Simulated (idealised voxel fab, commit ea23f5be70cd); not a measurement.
process module | voxel fin reveal
cross-section cut | 155 nm wide | cells 5 nm
A cross-section is a grid of square cells, given in bands from the top down. A band is one or more rows of cells.
Each band's line starts with the height of the band's top and of its bottom, in nm. Then come its materials from left to right, each with its width in nm. One material with "throughout" fills the band from edge to edge. "air" is empty space.
Height 0 is the level under which the wafer as received is all one material. The lowest band goes on downwards, as in "0 down".
A width such as "30 to 40" changes by the same amount from each row of cells to the next, from the band's top row to its bottom row.
"no change" after a step means that no cell of the cross-section changed.
closed voids: empty space of 8 cells or more with no open way to the top, each as width x height at its distance from the left edge, in nm
after a step's settings: what the simulator itself notes on the step
overlay nm, on a step with a mask: how far to the right of its planned place the mask lay; to the left if negative
plan
1 op RECEIVE | material Si
2 op CONFORMAL_DEP | material SiN | thk nm 5
3 op DIRECTIONAL_DEP | material aC | thk nm 15
4 op PATTERN | tone cover | mask id FINS | material resist | width nm 15 | pitch nm 40 | thk nm 35 | overlay nm 0
5 op DIRECTIONAL_ETCH | etch materials aC | depth nm 15
6 op STRIP | etch materials resist
7 op DIRECTIONAL_ETCH | etch materials SiN | depth nm 5
8 op DIRECTIONAL_ETCH | etch materials Si | depth nm 35
9 op STRIP | etch materials aC
10 op FILL_DEP | material SiO2 | thk nm 10
11 op CMP | height nm 5
12 op SELECTIVE_ETCH | etch materials SiO2 | depth nm 15
13 op STRIP | etch materials SiN
14 op CONFORMAL_DEP | material SiO2 | thk nm 5
as received, after step 1
  0 down: Si throughout
  closed voids: none
first wafer at the end, as planned
  5 to 0: air 45 | SiO2 25 | air 15 | SiO2 25 | air 45
  0 to -5: air 45 | SiO2 5 | Si 15 | SiO2 5 | air 15 | SiO2 5 | Si 15 | SiO2 5 | air 45
  -5 to -35: SiO2 50 | Si 15 | SiO2 25 | Si 15 | SiO2 50
  -35 down: Si throughout
  closed voids: none
second wafer at the end: like start, like plan, one mistake
  5 to 0: air 45 | SiO2 30 | air 10 | SiO2 30 | air 40
  0 to -5: air 45 | SiO2 5 | Si 20 | SiO2 5 | air 10 | SiO2 5 | Si 20 | SiO2 5 | air 40
  -5 to -35: SiO2 50 | Si 20 | SiO2 20 | Si 20 | SiO2 45
  -35 down: Si throughout
  closed voids: none
what went wrong: step 4 ran as: op PATTERN | tone cover | mask id FINS | material resist | width nm 20 | pitch nm 40 | thk nm 35 | overlay nm 0
at the end the second wafer has, in cells: 14 more of Si | 10 fewer of SiO2
